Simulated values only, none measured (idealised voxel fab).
The document below concerns the process module designated voxel lift off.
It is cross-section cut that appears here, measuring 275 nm in width, its square cells being 5 nm in size.
Cross-section spec: square-cell grid; bands listed top down; each band is one or more rows.
Band: top and bottom heights (nm) first, top before bottom; then materials from left to right, widths in nm. "everywhere" marks a sole material filling the band edge to edge. "empty" denotes empty space.
Note: height 0 marks the level under which the wafer is uniformly one material as received. Lowest band unbounded below, written "top 0, no bottom".
The notation "30..40" denotes a width that varies across the rows of cells in the band, beginning at the first number in the top row, finishing at the second number in the bottom row, and changing by an identical amount from each row to the next.
What does "no modification" mean for a step? It means no cell of the cross-section changed in that step.
"Closed cavities" means: voids of 8 cells or more that are shut off from the top with no open way through. Written width x height at distance, distance from the left edge, in nm.
The remark found on a step's line after its settings is issued by the simulator itself and pertains to that step.
"overlay nm" answers the question of how far to the right of plan the mask lay on a step that has a mask, and when it is negative the answer is to the left.

Process steps (planned)
1,RECEIVE | material Si
2,CONFORMAL_DEP | material Al2O3 | thk nm 15
3,PATTERN | tone open | mask id LINES | material resist | width nm 30 | pitch nm 45 | thk nm 25 | overlay nm 0
4,DIRECTIONAL_DEP | material Ru | thk nm 5
5,STRIP | etch materials resist
6,CONFORMAL_DEP | material SiN | thk nm 10
All wafers enter the flow in the same state. The thk nm at step 4 differs from wafer to wafer, and the plan gives the value for the first wafer.

The as-received cross-section of the first of several wafers corresponds to the state after step 1
* top 0, no bottom | Si everywhere
* Closed cavities: none

Cross-section after step 6, the final step of the module, for the first of several wafers
* top 30, bottom 25 | 65 of empty, 140 of SiN, 70 of empty
* top 25, bottom 20 | SiN everywhere
* top 20, bottom 15 | 75 of SiN, 30 of Ru, 15 of SiN, 30 of Ru, 15 of SiN, 30 of Ru, 80 of SiN
* top 15, bottom 0 | Al2O3 everywhere
* top 0, no bottom | Si everywhere
* Closed cavities: none

So this is the cross-section on the last wafer at the end of the module
* top 45, bottom 35 | 65 of empty, 140 of SiN, 70 of empty
* top 35, bottom 25 | 65 of empty, 10 of SiN, 30 of Ru, 15 of SiN, 30 of Ru, 15 of SiN, 30 of Ru, 10 of SiN, 70 of empty
* top 25, bottom 15 | 75 of SiN, 30 of Ru, 15 of SiN, 30 of Ru, 15 of SiN, 30 of Ru, 80 of SiN
* top 15, bottom 0 | Al2O3 everywhere
* top 0, no bottom | Si everywhere
* Closed cavities: none

Tabulated below, wafer by wafer, are the end-of-module results: for each material, the number of cells gained (+) or lost (-) relative to the as-received state, followed by the closed voids
thk nm 5, +165 Al2O3, +18 Ru, +120 SiN, Closed cavities: none
thk nm 10, +165 Al2O3, +36 Ru, +130 SiN, Closed cavities: none
thk nm 15, +165 Al2O3, +54 Ru, +140 SiN, Closed cavities: none
thk nm 20, +165 Al2O3, +72 Ru, +150 SiN, Closed cavities: none
